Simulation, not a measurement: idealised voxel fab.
Herein follows the process module entitled voxel transistor to metal.
Xsec cut, 180 nm wide, square cell size 5 nm.
Cross-section spec: square-cell grid; bands listed top down; each band is one or more rows. Per band: top height and bottom height in nm, followed by the left-to-right materials and their widths in nm; "everywhere" marks a single material spanning edge to edge, "blank" marks empty space. Heads up on the height convention: 0 is the point under which the incoming wafer is all one material, and the lowest band has no bottom, it just keeps going down, like "0 -> down". Graded width ("30..40"): value in top row of band = first number; value in bottom row = second number; row-to-row change constant. Key: "no change" - step with no changed cell in the cross-section. Entry "Encapsulated voids". Content: empty spaces with no open connection to the top, size 8 cells or greater. Each: width x height at distance. Distance: from left edge. Unit: nm. The remark found on a step's line after its settings is issued by the simulator itself and pertains to that step. overlay nm: mask right of planned place by this much (step with mask). Neg. = left. Pairs, read this way: before one process step on the one hand, after it on the other, the after cross-section ending at the lowest band that changed; the step between, settings included, beneath. Same starting wafer throughout, but possibly different runs of this module, so no pair continues from the pair above unless its entry headed "Structure before processing" says so.

Structure before processing
0 -> down: Si everywhere
Encapsulated voids: none

After the Step
0 -> -5: SiO2 everywhere
Beneath the level -5, the cross-section is identical to its previous state.
Encapsulated voids: none
What is the step between the two cross-sections above? OXIDIZE (depth nm 5)

Structure before processing: starting point is the after cross-section of the pair just above.

After the Step
15 -> 0: SiN everywhere
Beneath the level 0, the cross-section is identical to its previous state.
Encapsulated voids: none
What is the step between the two cross-sections above? CONFORMAL_DEP (material SiN; thk nm 15)

Structure before processing: starting point is the after cross-section of the pair just above.

After the Step
30 -> 15: 30 of blank  115 of resist  35 of blank
Beneath the level 15, the cross-section is identical to its previous state.
Encapsulated voids: none
What is the step between the two cross-sections above? PATTERN (tone cover; mask id ACTIVE; material resist; width nm 115; thk nm 15; overlay nm 0)

Structure before processing: starting point is the after cross-section of the pair just above.

After the Step
30 -> 15: 30 of blank  115 of resist  35 of blank
15 -> 0: 30 of blank  115 of SiN  35 of blank
Beneath the level 0, the cross-section is identical to its previous state.
Encapsulated voids: none
What is the step between the two cross-sections above? DIRECTIONAL_ETCH (etch materials SiN; depth nm 15)

Structure before processing: starting point is the after cross-section of the pair just above.

After the Step
30 -> 15: 30 of blank  115 of resist  35 of blank
15 -> 0: 30 of blank  115 of SiN  35 of blank
0 -> -5: 30 of blank  115 of SiO2  35 of blank
Beneath the level -5, the cross-section is identical to its previous state.
Encapsulated voids: none
What is the step between the two cross-sections above? DIRECTIONAL_ETCH (etch materials SiO2; depth nm 5)

Structure before processing: starting point is the after cross-section of the pair just above.

After the Step
30 -> 15: 30 of blank  115 of resist  35 of blank
15 -> 0: 30 of blank  115 of SiN  35 of blank
0 -> -5: 30 of blank  115 of SiO2  35 of blank
-5 -> -30: 30 of blank  115 of Si  35 of blank
Beneath the level -30, the cross-section is identical to its previous state.
Encapsulated voids: none
What is the step between the two cross-sections above? DIRECTIONAL_ETCH (etch materials Si; depth nm 25)

Structure before processing: starting point is the after cross-section of the pair just above.

After the Step
15 -> 0: 30 of blank  115 of SiN  35 of blank
Beneath the level 0, the cross-section is identical to its previous state.
Encapsulated voids: none
What is the step between the two cross-sections above? STRIP (etch materials resist)

Structure before processing: starting point is the after cross-section of the pair just above.

After the Step
15 -> 0: 30 of blank  115 of SiN  35 of blank
0 -> -5: 30 of blank  115 of SiO2  35 of blank
-5 -> -30: 30 of blank  5 of SiO2  105 of Si  5 of SiO2  35 of blank
-30 -> -35: 35 of SiO2  105 of Si  40 of SiO2
Beneath the level -35, the cross-section is identical to its previous state.
Encapsulated voids: none
What is the step between the two cross-sections above? OXIDIZE (depth nm 5)

Structure before processing: starting point is the after cross-section of the pair just above.

After the Step
30 -> 15: SiO2 everywhere
15 -> 0: 30 of SiO2  115 of SiN  35 of SiO2
0 -> -5: SiO2 everywhere
-5 -> -35: 35 of SiO2  105 of Si  40 of SiO2
Beneath the level -35, the cross-section is identical to its previous state.
Encapsulated voids: none
What is the step between the two cross-sections above? FILL_DEP (material SiO2; thk nm 15)

Structure before processing: starting point is the after cross-section of the pair just above.

After the Step
15 -> 0: 30 of SiO2  115 of SiN  35 of SiO2
Beneath the level 0, the cross-section is identical to its previous state.
Encapsulated voids: none
What is the step between the two cross-sections above? CMP (height nm 15)

Structure before processing: starting point is the after cross-section of the pair just above.

After the Step
15 -> 5: 30 of blank  115 of SiN  35 of blank
Beneath the level 5, the cross-section is identical to its previous state.
Encapsulated voids: none
What is the step between the two cross-sections above? SELECTIVE_ETCH (etch materials SiO2; depth nm 10)

Structure before processing: starting point is the after cross-section of the pair just above.

After the Step
5 -> 0: 30 of SiO2  115 of blank  35 of SiO2
Beneath the level 0, the cross-section is identical to its previous state.
Encapsulated voids: none
What is the step between the two cross-sections above? STRIP (etch materials SiN)

Structure before processing: starting point is the after cross-section of the pair just above.

After the Step
0 -> -5: 25 of SiO2  125 of blank  30 of SiO2
Beneath the level -5, the cross-section is identical to its previous state.
Encapsulated voids: none
What is the step between the two cross-sections above? SELECTIVE_ETCH (etch materials SiO2; depth nm 5)

Structure before processing: starting point is the after cross-section of the pair just above.

After the Step
0 -> -5: 25 of SiO2  125 of blank  30 of SiO2
-5 -> -10: SiO2 everywhere
Beneath the level -10, the cross-section is identical to its previous state.
Encapsulated voids: none
What is the step between the two cross-sections above? OXIDIZE (depth nm 5)

Structure before processing: starting point is the after cross-section of the pair just above.

After the Step
30 -> 25: 25 of polySi  125 of blank  30 of polySi
25 -> 0: polySi everywhere
0 -> -5: 25 of SiO2  125 of polySi  30 of SiO2
Beneath the level -5, the cross-section is identical to its previous state.
Encapsulated voids: none
What is the step between the two cross-sections above? DIRECTIONAL_DEP (material polySi; thk nm 30)

Structure before processing: starting point is the after cross-section of the pair just above.

After the Step
40 -> 35: 25 of SiCN  125 of blank  30 of SiCN
35 -> 30: SiCN everywhere
30 -> 25: 25 of polySi  125 of SiCN  30 of polySi
Beneath the level 25, the cross-section is identical to its previous state.
Encapsulated voids: none
What is the step between the two cross-sections above? DIRECTIONAL_DEP (material SiCN; thk nm 10)

Structure before processing: starting point is the after cross-section of the pair just above.

After the Step
55 -> 40: 75 of blank  25 of resist  80 of blank
40 -> 35: 25 of SiCN  50 of blank  25 of resist  50 of blank  30 of SiCN
Beneath the level 35, the cross-section is identical to its previous state.
Encapsulated voids: none
What is the step between the two cross-sections above? PATTERN (tone cover; mask id GATE; material resist; width nm 25; thk nm 15; overlay nm 0)

Structure before processing: starting point is the after cross-section of the pair just above.

After the Step
55 -> 35: 75 of blank  25 of resist  80 of blank
35 -> 30: 75 of blank  25 of SiCN  80 of blank
30 -> 25: 25 of polySi  50 of blank  25 of SiCN  50 of blank  30 of polySi
Beneath the level 25, the cross-section is identical to its previous state.
Encapsulated voids: none
What is the step between the two cross-sections above? DIRECTIONAL_ETCH (etch materials SiCN; depth nm 20)

Structure before processing: starting point is the after cross-section of the pair just above.

After the Step
55 -> 35: 75 of blank  25 of resist  80 of blank
35 -> 25: 75 of blank  25 of SiCN  80 of blank
25 -> 0: 75 of blank  25 of polySi  80 of blank
0 -> -5: 25 of SiO2  50 of blank  25 of polySi  50 of blank  30 of SiO2
Beneath the level -5, the cross-section is identical to its previous state.
Encapsulated voids: none
What is the step between the two cross-sections above? DIRECTIONAL_ETCH (etch materials polySi; depth nm 40)

Structure before processing: starting point is the after cross-section of the pair just above.

After the Step
35 -> 25: 75 of blank  25 of SiCN  80 of blank
Beneath the level 25, the cross-section is identical to its previous state.
Encapsulated voids: none
What is the step between the two cross-sections above? STRIP (etch materials resist)

Structure before processing: starting point is the after cross-section of the pair just above.

After the Step
40 -> 35: 70 of blank  35 of SiN  75 of blank
35 -> 25: 70 of blank  5 of SiN  25 of SiCN  5 of SiN  75 of blank
25 -> 5: 70 of blank  5 of SiN  25 of polySi  5 of SiN  75 of blank
5 -> 0: 30 of SiN  40 of blank  5 of SiN  25 of polySi  5 of SiN  40 of blank  35 of SiN
0 -> -5: 25 of SiO2  50 of SiN  25 of polySi  50 of SiN  30 of SiO2
Beneath the level -5, the cross-section is identical to its previous state.
Encapsulated voids: none
What is the step between the two cross-sections above? CONFORMAL_DEP (material SiN; thk nm 5)

Structure before processing: starting point is the after cross-section of the pair just above.

After the Step
35 -> 25: 70 of blank  5 of SiN  25 of SiCN  5 of SiN  75 of blank
25 -> 0: 70 of blank  5 of SiN  25 of polySi  5 of SiN  75 of blank
0 -> -5: 25 of SiO2  5 of SiN  40 of blank  5 of SiN  25 of polySi  5 of SiN  40 of blank  5 of SiN  30 of SiO2
Beneath the level -5, the cross-section is identical to its previous state.
Encapsulated voids: none
What is the step between the two cross-sections above? DIRECTIONAL_ETCH (etch materials SiN; depth nm 5)

Structure before processing: starting point is the after cross-section of the pair just above.

After the Step
35 -> 25: 70 of blank  5 of SiN  25 of SiCN  5 of SiN  75 of blank
25 -> 0: 70 of blank  5 of SiN  25 of polySi  5 of SiN  75 of blank
0 -> -5: 25 of blank  5 of SiN  40 of blank  5 of SiN  25 of polySi  5 of SiN  40 of blank  5 of SiN  30 of blank
-5 -> -10: 30 of SiO2  40 of blank  35 of SiO2  40 of blank  35 of SiO2
Beneath the level -10, the cross-section is identical to its previous state.
Encapsulated voids: none
What is the step between the two cross-sections above? DIRECTIONAL_ETCH (etch materials SiO2; depth nm 5)

Structure before processing: starting point is the after cross-section of the pair just above.

After the Step
35 -> 25: 70 of blank  5 of SiN  25 of SiCN  5 of SiN  75 of blank
25 -> 0: 70 of blank  5 of SiN  25 of polySi  5 of SiN  75 of blank
0 -> -5: 25 of blank  5 of SiN  40 of blank  5 of SiN  25 of polySi  5 of SiN  40 of blank  5 of SiN  30 of blank
-5 -> -10: 30 of SiO2  40 of blank  35 of SiO2  40 of blank  35 of SiO2
-10 -> -20: 35 of SiO2  35 of blank  35 of Si  35 of blank  40 of SiO2
Beneath the level -20, the cross-section is identical to its previous state.
Encapsulated voids: none
What is the step between the two cross-sections above? DIRECTIONAL_ETCH (etch materials Si; depth nm 10)

Structure before processing: starting point is the after cross-section of the pair just above.

After the Step
35 -> 25: 70 of blank  5 of SiN  25 of SiCN  5 of SiN  75 of blank
25 -> 0: 70 of blank  5 of SiN  25 of polySi  5 of SiN  75 of blank
0 -> -5: 25 of blank  5 of SiN  30 of blank  10 of nSi  5 of SiN  25 of polySi  5 of SiN  10 of nSi  30 of blank  5 of SiN  30 of blank
-5 -> -10: 30 of SiO2  30 of blank  10 of nSi  35 of SiO2  10 of nSi  30 of blank  35 of SiO2
-10 -> -20: 35 of SiO2  35 of nSi  35 of Si  35 of nSi  40 of SiO2
Beneath the level -20, the cross-section is identical to its previous state.
Encapsulated voids: none
What is the step between the two cross-sections above? EPI (material nSi; thk nm 10)

Structure before processing: starting point is the after cross-section of the pair just above.

After the Step
45 -> 35: SiO2 everywhere
35 -> 25: 70 of SiO2  5 of SiN  25 of SiCN  5 of SiN  75 of SiO2
25 -> 0: 70 of SiO2  5 of SiN  25 of polySi  5 of SiN  75 of SiO2
0 -> -5: 25 of SiO2  5 of SiN  30 of SiO2  10 of nSi  5 of SiN  25 of polySi  5 of SiN  10 of nSi  30 of SiO2  5 of SiN  30 of SiO2
-5 -> -10: 60 of SiO2  10 of nSi  35 of SiO2  10 of nSi  65 of SiO2
Beneath the level -10, the cross-section is identical to its previous state.
Encapsulated voids: none
What is the step between the two cross-sections above? FILL_DEP (material SiO2; thk nm 10)

Structure before processing: starting point is the after cross-section of the pair just above.

After the Step
25 -> 0: 70 of SiO2  5 of SiN  25 of polySi  5 of SiN  75 of SiO2
Beneath the level 0, the cross-section is identical to its previous state.
Encapsulated voids: none
What is the step between the two cross-sections above? CMP (height nm 25)

Structure before processing: starting point is the after cross-section of the pair just above.

After the Step
25 -> 0: 70 of SiO2  5 of SiN  25 of blank  5 of SiN  75 of SiO2
0 -> -5: 25 of SiO2  5 of SiN  30 of SiO2  10 of nSi  5 of SiN  25 of blank  5 of SiN  10 of nSi  30 of SiO2  5 of SiN  30 of SiO2
Beneath the level -5, the cross-section is identical to its previous state.
Encapsulated voids: none
What is the step between the two cross-sections above? STRIP (etch materials polySi)

Structure before processing: starting point is the after cross-section of the pair just above.

After the Step
25 -> 20: 70 of blank  5 of SiN  25 of blank  5 of SiN  75 of blank
20 -> 0: 70 of SiO2  5 of SiN  25 of blank  5 of SiN  75 of SiO2
0 -> -5: 25 of SiO2  5 of SiN  30 of SiO2  10 of nSi  5 of SiN  25 of blank  5 of SiN  10 of nSi  30 of SiO2  5 of SiN  30 of SiO2
-5 -> -10: 60 of SiO2  10 of nSi  35 of blank  10 of nSi  65 of SiO2
Beneath the level -10, the cross-section is identical to its previous state.
Encapsulated voids: none
What is the step between the two cross-sections above? SELECTIVE_ETCH (etch materials SiO2; depth nm 5)

Structure before processing: starting point is the after cross-section of the pair just above.

After the Step
30 -> 25: 65 of blank  15 of HfO2  15 of blank  15 of HfO2  70 of blank
25 -> 20: 70 of HfO2  5 of SiN  5 of HfO2  15 of blank  5 of HfO2  5 of SiN  75 of HfO2
20 -> 0: 70 of SiO2  5 of SiN  5 of HfO2  15 of blank  5 of HfO2  5 of SiN  75 of SiO2
0 -> -5: 25 of SiO2  5 of SiN  30 of SiO2  10 of nSi  5 of SiN  5 of HfO2  15 of blank  5 of HfO2  5 of SiN  10 of nSi  30 of SiO2  5 of SiN  30 of SiO2
-5 -> -10: 60 of SiO2  10 of nSi  35 of HfO2  10 of nSi  65 of SiO2
Beneath the level -10, the cross-section is identical to its previous state.
Encapsulated voids: none
What is the step between the two cross-sections above? CONFORMAL_DEP (material HfO2; thk nm 5)

Structure before processing: starting point is the after cross-section of the pair just above.

After the Step
35 -> 30: 60 of blank  25 of TiN  5 of blank  25 of TiN  65 of blank
30 -> 25: 65 of TiN  15 of HfO2  5 of TiN  5 of blank  5 of TiN  15 of HfO2  70 of TiN
25 -> 20: 70 of HfO2  5 of SiN  5 of HfO2  5 of TiN  5 of blank  5 of TiN  5 of HfO2  5 of SiN  75 of HfO2
20 -> 0: 70 of SiO2  5 of SiN  5 of HfO2  5 of TiN  5 of blank  5 of TiN  5 of HfO2  5 of SiN  75 of SiO2
0 -> -5: 25 of SiO2  5 of SiN  30 of SiO2  10 of nSi  5 of SiN  5 of HfO2  15 of TiN  5 of HfO2  5 of SiN  10 of nSi  30 of SiO2  5 of SiN  30 of SiO2
Beneath the level -5, the cross-section is identical to its previous state.
Encapsulated voids: none
What is the step between the two cross-sections above? CONFORMAL_DEP (material TiN; thk nm 5)

Structure before processing: starting point is the after cross-section of the pair just above.

After the Step
40 -> 35: W everywhere
35 -> 30: 60 of W  25 of TiN  5 of W  25 of TiN  65 of W
30 -> 25: 65 of TiN  15 of HfO2  5 of TiN  5 of W  5 of TiN  15 of HfO2  70 of TiN
25 -> 20: 70 of HfO2  5 of SiN  5 of HfO2  5 of TiN  5 of W  5 of TiN  5 of HfO2  5 of SiN  75 of HfO2
20 -> 0: 70 of SiO2  5 of SiN  5 of HfO2  5 of TiN  5 of W  5 of TiN  5 of HfO2  5 of SiN  75 of SiO2
Beneath the level 0, the cross-section is identical to its previous state.
Encapsulated voids: none
What is the step between the two cross-sections above? FILL_DEP (material W; thk nm 5)

Structure before processing: starting point is the after cross-section of the pair just above.

After the Step
20 -> 0: 70 of SiO2  5 of SiN  5 of HfO2  5 of TiN  5 of W  5 of TiN  5 of HfO2  5 of SiN  75 of SiO2
Beneath the level 0, the cross-section is identical to its previous state.
Encapsulated voids: none
What is the step between the two cross-sections above? CMP (height nm 20)

Structure before processing: starting point is the after cross-section of the pair just above.

After the Step
35 -> 20: SiO2 everywhere
Beneath the level 20, the cross-section is identical to its previous state.
Encapsulated voids: none
What is the step between the two cross-sections above? DIRECTIONAL_DEP (material SiO2; thk nm 15)

Structure before processing: starting point is the after cross-section of the pair just above.

After the Step
50 -> 35: aC everywhere
Beneath the level 35, the cross-section is identical to its previous state.
Encapsulated voids: none
What is the step between the two cross-sections above? DIRECTIONAL_DEP (material aC; thk nm 15)

Structure before processing: starting point is the after cross-section of the pair just above.

After the Step
80 -> 50: 35 of resist  20 of blank  65 of resist  20 of blank  40 of resist
Beneath the level 50, the cross-section is identical to its previous state.
Encapsulated voids: none
What is the step between the two cross-sections above? PATTERN (tone open; mask id CONTACT; material resist; width nm 20; pitch nm 85; thk nm 30; overlay nm 0)

Structure before processing: starting point is the after cross-section of the pair just above.

After the Step
65 -> 50: 35 of resist  20 of blank  65 of resist  20 of blank  40 of resist
50 -> 35: 35 of aC  20 of blank  65 of aC  20 of blank  40 of aC
Beneath the level 35, the cross-section is identical to its previous state.
Encapsulated voids: none
What is the step between the two cross-sections above? DIRECTIONAL_ETCH (etch materials aC; depth nm 15)

Structure before processing: starting point is the after cross-section of the pair just above.

After the Step
50 -> 35: 35 of aC  20 of blank  65 of aC  20 of blank  40 of aC
Beneath the level 35, the cross-section is identical to its previous state.
Encapsulated voids: none
What is the step between the two cross-sections above? STRIP (etch materials resist)

Structure before processing: starting point is the after cross-section of the pair just above.

After the Step
50 -> 35: 35 of aC  20 of blank  65 of aC  20 of blank  40 of aC
35 -> 20: 35 of SiO2  20 of blank  65 of SiO2  20 of blank  40 of SiO2
20 -> 0: 35 of SiO2  20 of blank  15 of SiO2  5 of SiN  5 of HfO2  5 of TiN  5 of W  5 of TiN  5 of HfO2  5 of SiN  15 of SiO2  20 of blank  40 of SiO2
0 -> -5: 25 of SiO2  5 of SiN  5 of SiO2  20 of blank  5 of SiO2  10 of nSi  5 of SiN  5 of HfO2  15 of TiN  5 of HfO2  5 of SiN  10 of nSi  5 of SiO2  20 of blank  5 of SiO2  5 of SiN  30 of SiO2
-5 -> -10: 35 of SiO2  20 of blank  5 of SiO2  10 of nSi  35 of HfO2  10 of nSi  5 of SiO2  20 of blank  40 of SiO2
Beneath the level -10, the cross-section is identical to its previous state.
Encapsulated voids: none
What is the step between the two cross-sections above? DIRECTIONAL_ETCH (etch materials SiO2; depth nm 45)

Structure before processing: starting point is the after cross-section of the pair just above.

After the Step
35 -> 20: 35 of SiO2  20 of blank  65 of SiO2  20 of blank  40 of SiO2
Beneath the level 20, the cross-section is identical to its previous state.
Encapsulated voids: none
What is the step between the two cross-sections above? STRIP (etch materials aC)

Structure before processing: starting point is the after cross-section of the pair just above.

After the Step
40 -> 35: 40 of TiN  10 of blank  75 of TiN  10 of blank  45 of TiN
35 -> 20: 35 of SiO2  5 of TiN  10 of blank  5 of TiN  65 of SiO2  5 of TiN  10 of blank  5 of TiN  40 of SiO2
20 -> 0: 35 of SiO2  5 of TiN  10 of blank  5 of TiN  15 of SiO2  5 of SiN  5 of HfO2  5 of TiN  5 of W  5 of TiN  5 of HfO2  5 of SiN  15 of SiO2  5 of TiN  10 of blank  5 of TiN  40 of SiO2
0 -> -5: 25 of SiO2  5 of SiN  5 of SiO2  5 of TiN  10 of blank  5 of TiN  5 of SiO2  10 of nSi  5 of SiN  5 of HfO2  15 of TiN  5 of HfO2  5 of SiN  10 of nSi  5 of SiO2  5 of TiN  10 of blank  5 of TiN  5 of SiO2  5 of SiN  30 of SiO2
-5 -> -10: 35 of SiO2  20 of TiN  5 of SiO2  10 of nSi  35 of HfO2  10 of nSi  5 of SiO2  20 of TiN  40 of SiO2
Beneath the level -10, the cross-section is identical to its previous state.
Encapsulated voids: none
What is the step between the two cross-sections above? CONFORMAL_DEP (material TiN; thk nm 5)

Structure before processing: starting point is the after cross-section of the pair just above.

After the Step
45 -> 40: Ru everywhere
40 -> 35: 40 of TiN  10 of Ru  75 of TiN  10 of Ru  45 of TiN
35 -> 20: 35 of SiO2  5 of TiN  10 of Ru  5 of TiN  65 of SiO2  5 of TiN  10 of Ru  5 of TiN  40 of SiO2
20 -> 0: 35 of SiO2  5 of TiN  10 of Ru  5 of TiN  15 of SiO2  5 of SiN  5 of HfO2  5 of TiN  5 of W  5 of TiN  5 of HfO2  5 of SiN  15 of SiO2  5 of TiN  10 of Ru  5 of TiN  40 of SiO2
0 -> -5: 25 of SiO2  5 of SiN  5 of SiO2  5 of TiN  10 of Ru  5 of TiN  5 of SiO2  10 of nSi  5 of SiN  5 of HfO2  15 of TiN  5 of HfO2  5 of SiN  10 of nSi  5 of SiO2  5 of TiN  10 of Ru  5 of TiN  5 of SiO2  5 of SiN  30 of SiO2
Beneath the level -5, the cross-section is identical to its previous state.
Encapsulated voids: none
What is the step between the two cross-sections above? FILL_DEP (material Ru; thk nm 5)

Structure before processing: starting point is the after cross-section of the pair just above.

After the Step
35 -> 20: 35 of SiO2  5 of TiN  10 of Ru  5 of TiN  65 of SiO2  5 of TiN  10 of Ru  5 of TiN  40 of SiO2
Beneath the level 20, the cross-section is identical to its previous state.
Encapsulated voids: none
What is the step between the two cross-sections above? CMP (height nm 35)

Structure before processing: starting point is the after cross-section of the pair just above.

After the Step
40 -> 35: SiCN everywhere
Beneath the level 35, the cross-section is identical to its previous state.
Encapsulated voids: none
What is the step between the two cross-sections above? CONFORMAL_DEP (material SiCN; thk nm 5)

Structure before processing: starting point is the after cross-section of the pair just above.

After the Step
60 -> 40: lowk everywhere
Beneath the level 40, the cross-section is identical to its previous state.
Encapsulated voids: none
What is the step between the two cross-sections above? DIRECTIONAL_DEP (material lowk; thk nm 20)

Structure before processing: starting point is the after cross-section of the pair just above.

After the Step
75 -> 60: aC everywhere
Beneath the level 60, the cross-section is identical to its previous state.
Encapsulated voids: none
What is the step between the two cross-sections above? DIRECTIONAL_DEP (material aC; thk nm 15)

Structure before processing: starting point is the after cross-section of the pair just above.

After the Step
110 -> 75: 35 of resist  20 of blank  65 of resist  20 of blank  40 of resist
Beneath the level 75, the cross-section is identical to its previous state.
Encapsulated voids: none
What is the step between the two cross-sections above? PATTERN (tone open; mask id METAL_1; material resist; width nm 20; pitch nm 85; thk nm 35; overlay nm 0)

Structure before processing: starting point is the after cross-section of the pair just above.

After the Step
95 -> 75: 35 of resist  20 of blank  65 of resist  20 of blank  40 of resist
75 -> 60: 35 of aC  20 of blank  65 of aC  20 of blank  40 of aC
Beneath the level 60, the cross-section is identical to its previous state.
Encapsulated voids: none
What is the step between the two cross-sections above? DIRECTIONAL_ETCH (etch materials aC; depth nm 15)

Structure before processing: starting point is the after cross-section of the pair just above.

After the Step
75 -> 60: 35 of aC  20 of blank  65 of aC  20 of blank  40 of aC
Beneath the level 60, the cross-section is identical to its previous state.
Encapsulated voids: none
What is the step between the two cross-sections above? STRIP (etch materials resist)

Structure before processing: starting point is the after cross-section of the pair just above.

After the Step
75 -> 60: 35 of aC  20 of blank  65 of aC  20 of blank  40 of aC
60 -> 40: 35 of lowk  20 of blank  65 of lowk  20 of blank  40 of lowk
Beneath the level 40, the cross-section is identical to its previous state.
Encapsulated voids: none
What is the step between the two cross-sections above? DIRECTIONAL_ETCH (etch materials lowk; depth nm 20)

Structure before processing: starting point is the after cross-section of the pair just above.

After the Step
75 -> 60: 35 of aC  20 of blank  65 of aC  20 of blank  40 of aC
60 -> 40: 35 of lowk  20 of blank  65 of lowk  20 of blank  40 of lowk
40 -> 35: 35 of SiCN  20 of blank  65 of SiCN  20 of blank  40 of SiCN
Beneath the level 35, the cross-section is identical to its previous state.
Encapsulated voids: none
What is the step between the two cross-sections above? DIRECTIONAL_ETCH (etch materials SiCN; depth nm 5)

Structure before processing: starting point is the after cross-section of the pair just above.

After the Step
60 -> 40: 35 of lowk  20 of blank  65 of lowk  20 of blank  40 of lowk
Beneath the level 40, the cross-section is identical to its previous state.
Encapsulated voids: none
What is the step between the two cross-sections above? STRIP (etch materials aC)

Structure before processing: starting point is the after cross-section of the pair just above.

After the Step
65 -> 60: 40 of TiN  10 of blank  75 of TiN  10 of blank  45 of TiN
60 -> 40: 35 of lowk  5 of TiN  10 of blank  5 of TiN  65 of lowk  5 of TiN  10 of blank  5 of TiN  40 of lowk
40 -> 35: 35 of SiCN  20 of TiN  65 of SiCN  20 of TiN  40 of SiCN
Beneath the level 35, the cross-section is identical to its previous state.
Encapsulated voids: none
What is the step between the two cross-sections above? CONFORMAL_DEP (material TiN; thk nm 5)

Structure before processing: starting point is the after cross-section of the pair just above.

After the Step
75 -> 65: Ru everywhere
65 -> 60: 40 of TiN  10 of Ru  75 of TiN  10 of Ru  45 of TiN
60 -> 40: 35 of lowk  5 of TiN  10 of Ru  5 of TiN  65 of lowk  5 of TiN  10 of Ru  5 of TiN  40 of lowk
Beneath the level 40, the cross-section is identical to its previous state.
Encapsulated voids: none
What is the step between the two cross-sections above? FILL_DEP (material Ru; thk nm 10)

Structure before processing: starting point is the after cross-section of the pair just above.

After the Step
60 -> 40: 35 of lowk  5 of TiN  10 of Ru  5 of TiN  65 of lowk  5 of TiN  10 of Ru  5 of TiN  40 of lowk
Beneath the level 40, the cross-section is identical to its previous state.
Encapsulated voids: none
What is the step between the two cross-sections above? CMP (height nm 60)

Structure before processing: starting point is the after cross-section of the pair just above.

After the Step
65 -> 60: SiCN everywhere
Beneath the level 60, the cross-section is identical to its previous state.
Encapsulated voids: none
What is the step between the two cross-sections above? CONFORMAL_DEP (material SiCN; thk nm 5)

Structure before processing: starting point is the after cross-section of the pair just above.

After the Step
95 -> 65: SiO2 everywhere
Beneath the level 65, the cross-section is identical to its previous state.
Encapsulated voids: none
What is the step between the two cross-sections above? DIRECTIONAL_DEP (material SiO2; thk nm 30)

Structure before processing: starting point is the after cross-section of the pair just above.

After the Step
95 -> 65: 35 of SiO2  15 of blank  70 of SiO2  15 of blank  45 of SiO2
Beneath the level 65, the cross-section is identical to its previous state.
Encapsulated voids: none
What is the step between the two cross-sections above? MASKED_ETCH (tone open; mask id METAL_2_HOLES; width nm 15; pitch nm 85; etch materials SiO2; depth nm 30; overlay nm 0)

Structure before processing: starting point is the after cross-section of the pair just above.

After the Step
105 -> 95: 35 of aC  15 of blank  70 of aC  15 of blank  45 of aC
95 -> 75: 35 of SiO2  15 of blank  70 of SiO2  15 of blank  45 of SiO2
75 -> 65: 35 of SiO2  15 of aC  70 of SiO2  15 of aC  45 of SiO2
Beneath the level 65, the cross-section is identical to its previous state.
Encapsulated voids: none
What is the step between the two cross-sections above? DIRECTIONAL_DEP (material aC; thk nm 10)

Structure before processing: starting point is the after cross-section of the pair just above.

After the Step
135 -> 105: 35 of resist  20 of blank  65 of resist  20 of blank  40 of resist
Beneath the level 105, the cross-section is identical to its previous state.
Encapsulated voids: none
What is the step between the two cross-sections above? PATTERN (tone open; mask id METAL_2; material resist; width nm 20; pitch nm 85; thk nm 30; overlay nm 0)

Structure before processing: starting point is the after cross-section of the pair just above.

After the Step
125 -> 105: 35 of resist  20 of blank  65 of resist  20 of blank  40 of resist
105 -> 95: 35 of aC  20 of blank  65 of aC  20 of blank  40 of aC
95 -> 65: 35 of SiO2  15 of blank  70 of SiO2  15 of blank  45 of SiO2
Beneath the level 65, the cross-section is identical to its previous state.
Encapsulated voids: none
What is the step between the two cross-sections above? DIRECTIONAL_ETCH (etch materials aC; depth nm 10)

Structure before processing: starting point is the after cross-section of the pair just above.

After the Step
105 -> 95: 35 of aC  20 of blank  65 of aC  20 of blank  40 of aC
Beneath the level 95, the cross-section is identical to its previous state.
Encapsulated voids: none
What is the step between the two cross-sections above? STRIP (etch materials resist)

Structure before processing: starting point is the after cross-section of the pair just above.

After the Step
105 -> 95: 35 of aC  20 of blank  65 of aC  20 of blank  40 of aC
95 -> 80: 35 of SiO2  20 of blank  65 of SiO2  20 of blank  40 of SiO2
Beneath the level 80, the cross-section is identical to its previous state.
Encapsulated voids: none
What is the step between the two cross-sections above? DIRECTIONAL_ETCH (etch materials SiO2; depth nm 15)

Structure before processing: starting point is the after cross-section of the pair just above.

After the Step
105 -> 95: 35 of aC  20 of blank  65 of aC  20 of blank  40 of aC
95 -> 80: 35 of SiO2  20 of blank  65 of SiO2  20 of blank  40 of SiO2
80 -> 65: 35 of SiO2  15 of blank  70 of SiO2  15 of blank  45 of SiO2
65 -> 60: 35 of SiCN  15 of blank  70 of SiCN  15 of blank  45 of SiCN
Beneath the level 60, the cross-section is identical to its previous state.
Encapsulated voids: none
What is the step between the two cross-sections above? DIRECTIONAL_ETCH (etch materials SiCN; depth nm 5)

Structure before processing: starting point is the after cross-section of the pair just above.

After the Step
95 -> 80: 35 of SiO2  20 of blank  65 of SiO2  20 of blank  40 of SiO2
Beneath the level 80, the cross-section is identical to its previous state.
Encapsulated voids: none
What is the step between the two cross-sections above? STRIP (etch materials aC)

Structure before processing: starting point is the after cross-section of the pair just above.

After the Step
100 -> 95: 40 of TiN  10 of blank  75 of TiN  10 of blank  45 of TiN
95 -> 85: 35 of SiO2  5 of TiN  10 of blank  5 of TiN  65 of SiO2  5 of TiN  10 of blank  5 of TiN  40 of SiO2
85 -> 80: 35 of SiO2  5 of TiN  5 of blank  10 of TiN  65 of SiO2  5 of TiN  5 of blank  10 of TiN  40 of SiO2
80 -> 65: 35 of SiO2  5 of TiN  5 of blank  5 of TiN  70 of SiO2  5 of TiN  5 of blank  5 of TiN  45 of SiO2
65 -> 60: 35 of SiCN  15 of TiN  70 of SiCN  15 of TiN  45 of SiCN
Beneath the level 60, the cross-section is identical to its previous state.
Encapsulated voids: none
What is the step between the two cross-sections above? CONFORMAL_DEP (material TiN; thk nm 5)

Structure before processing: starting point is the after cross-section of the pair just above.

After the Step
110 -> 100: Cu everywhere
100 -> 95: 40 of TiN  10 of Cu  75 of TiN  10 of Cu  45 of TiN
95 -> 85: 35 of SiO2  5 of TiN  10 of Cu  5 of TiN  65 of SiO2  5 of TiN  10 of Cu  5 of TiN  40 of SiO2
85 -> 80: 35 of SiO2  5 of TiN  5 of Cu  10 of TiN  65 of SiO2  5 of TiN  5 of Cu  10 of TiN  40 of SiO2
80 -> 65: 35 of SiO2  5 of TiN  5 of Cu  5 of TiN  70 of SiO2  5 of TiN  5 of Cu  5 of TiN  45 of SiO2
Beneath the level 65, the cross-section is identical to its previous state.
Encapsulated voids: none
What is the step between the two cross-sections above? FILL_DEP (material Cu; thk nm 10)
